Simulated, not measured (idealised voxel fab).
Presented below is a process module, voxel self aligned vias.
The figure presents cross-section cut, which has a width of 235 nm and is divided into square cells with an edge length of 5 nm.
In this document a cross-section is written as a grid of square cells. It is given as a series of bands, listed from the top down, and a band is one or more rows of cells. A band entry consists of two parts. The first gives the height of the band's top and the height of its bottom, in nm. The rest lists the band's materials from left to right, each with its width in nm. A single material labelled with the word "full width" fills the band from edge to edge, and the word "blank" marks empty space. Heads up on the height convention: 0 is the point under which the incoming wafer is all one material, and the lowest band has no bottom, it just keeps going down, like "0..down". With a width like "30..40", each row of cells in the band differs from the next by the same amount, the top row carrying the first number and the bottom row the second. "nothing altered" (step): cross-section cells unchanged, all of them. If an empty space has no open way to the top and is at least 8 cells in size, "Fully closed voids" lists it, written width x height at distance, where distance is measured from the left edge and every value is in nm. What comes after the settings on a step's line is commentary from the simulator itself on that step. The setting "overlay nm" may be written on the line of a step. When the step uses a mask, the value reports how far to the right of the planned place the mask lay, and a negative value reports that it lay to the left.

PROCESS STEPS - PLAN
- 1: RECEIVE with material Si
- 2: CONFORMAL_DEP with material SiO2, thk nm 10
- 3: CONFORMAL_DEP with material SiCN, thk nm 5
- 4: DIRECTIONAL_DEP with material SiO2, thk nm 20
- 5: PATTERN with tone open, mask id LINES, material resist, width nm 30, pitch nm 70, thk nm 20, overlay nm 0
- 6: DIRECTIONAL_ETCH with etch materials SiO2, depth nm 20
- 7: STRIP with etch materials resist
- 8: CONFORMAL_DEP with material TiN, thk nm 5
- 9: FILL_DEP with material Ru, thk nm 5
- 10: CMP with height nm 35
- 11: SELECTIVE_ETCH with etch materials W Ru TiN, depth nm 10
- 12: FILL_DEP with material SiN, thk nm 5
- 13: CMP with height nm 35
- 14: DIRECTIONAL_DEP with material SiO2, thk nm 15
- 15: DIRECTIONAL_DEP with material aC, thk nm 15
- 16: PATTERN with tone open, mask id VIAS, material resist, width nm 50, pitch nm 70, thk nm 35, overlay nm 0
- 17: DIRECTIONAL_ETCH with etch materials aC, depth nm 15
- 18: STRIP with etch materials resist
- 19: DIRECTIONAL_ETCH with etch materials SiO2, depth nm 15
- 20: DIRECTIONAL_ETCH with etch materials SiN, depth nm 10
- 21: STRIP with etch materials aC
- 22: CONFORMAL_DEP with material TiN, thk nm 5
- 23: FILL_DEP with material W, thk nm 5
- 24: CMP with height nm 50
- 25: CONFORMAL_DEP with material SiCN, thk nm 5

WAFER AT RECEIPT (POST STEP 1), CROSS-SECTION
    0..down  Si full width
    Fully closed voids: none

THIS IS HOW THE WAFER LOOKS IN CROSS-SECTION ONCE THE MODULE IS DONE, GIVEN THE STARTING STATE AND PLAN ABOVE AND ONE MISTAKE IN CARRYING THE PLAN OUT
    55..50  SiCN full width
    50..40  SiO2 25, then TiN 5, then W 35, then TiN 5, then SiO2 25, then TiN 5, then W 35, then TiN 5, then SiO2 25, then TiN 5, then W 35, then TiN 5, then SiO2 25
    40..30  SiO2 25..30, then TiN 10..5, then W 20, then TiN 15..5, then SiO2 25..40, then TiN 10..5, then W 20, then TiN 15..5, then SiO2 25..40, then TiN 10..5, then W 20, then TiN 15..5, then SiO2 25..35
    30..25  SiO2 30, then TiN 30, then SiO2 40, then TiN 30, then SiO2 40, then TiN 30, then SiO2 35
    25..20  SiO2 30, then TiN 5, then Ru 20, then TiN 5, then SiO2 40, then TiN 5, then Ru 20, then TiN 5, then SiO2 40, then TiN 5, then Ru 20, then TiN 5, then SiO2 35
    20..15  SiO2 30, then TiN 30, then SiO2 40, then TiN 30, then SiO2 40, then TiN 30, then SiO2 35
    15..10  SiCN full width
    10..0  SiO2 full width
    0..down  Si full width
    Fully closed voids: none
Run error: step 16 ran with different settings than intended, the actual operation and settings being PATTERN with tone open, mask id VIAS, material resist, width nm 45, pitch nm 70, thk nm 35, overlay nm 0
